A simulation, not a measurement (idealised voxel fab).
The following process module bears the name voxel double patterning.
Displayed cross-section: cut, width of 295 nm, square cells sized 5 nm.
Cross-sections here: square-cell grids, written as top-down lists of bands, a band being one or more rows of cells.
Band: top and bottom heights (nm) first, top before bottom; then materials from left to right, widths in nm. "all across" marks a sole material filling the band edge to edge. "blank" denotes empty space.
Beneath 0, the wafer as received is one material, and that level is where height counting begins. The lowest band goes on downward without a bottom; it is written like "top 0, no bottom".
Width: "30..40" (first number = top row, second number = bottom row, same change from row to row of cells).
Given "identical to before" for a step, no cell of the cross-section differs between before and after that step.
Each empty space that has no open way to the top and spans at least 8 cells appears under "Closed-off voids" as width x height at distance, the distance counted from the left edge, all in nm.
Past the settings on a step's line: simulator remark, on that step.
overlay nm: on a step with a mask, how far right of its planned place the mask lay; negative means left.
Planned step list for the process:
1: RECEIVE: material Si
2: CONFORMAL_DEP: material SiO2, thk nm 5
3: DIRECTIONAL_DEP: material W, thk nm 10
4: DIRECTIONAL_DEP: material SiCN, thk nm 10
5: DIRECTIONAL_DEP: material aC, thk nm 15
6: PATTERN: tone open, mask id FIRST, material resist, width nm 15, pitch nm 50, thk nm 35, overlay nm 0
7: DIRECTIONAL_ETCH: etch materials aC, depth nm 15
8: STRIP: etch materials resist
9: DIRECTIONAL_ETCH: etch materials SiCN, depth nm 10
10: STRIP: etch materials aC
11: MASKED_ETCH: tone open, mask id SECOND, width nm 15, etch materials SiCN, depth nm 10, overlay nm 0
12: DIRECTIONAL_ETCH: etch materials W, depth nm 10
13: STRIP: etch materials SiCN
Shown in cross-section is the wafer as received, that is, as it stands after step 1:
> top 0, no bottom = Si all across
> Closed-off voids: none
The cross-section shown corresponds to the wafer at the conclusion of the module. The initial structure and the process plan are those presented above; however, one mistake occurred in executing the plan:
> top 15, bottom 5 = W (115) | blank (15) | W (5) | blank (25) | W (5) | blank (15) | W (115)
> top 5, bottom 0 = SiO2 all across
> top 0, no bottom = Si all across
> Closed-off voids: none
Plan not followed: step 11 changed vs plan, executed as MASKED_ETCH: tone open, mask id SECOND, width nm 25, etch materials SiCN, depth nm 10, overlay nm 0
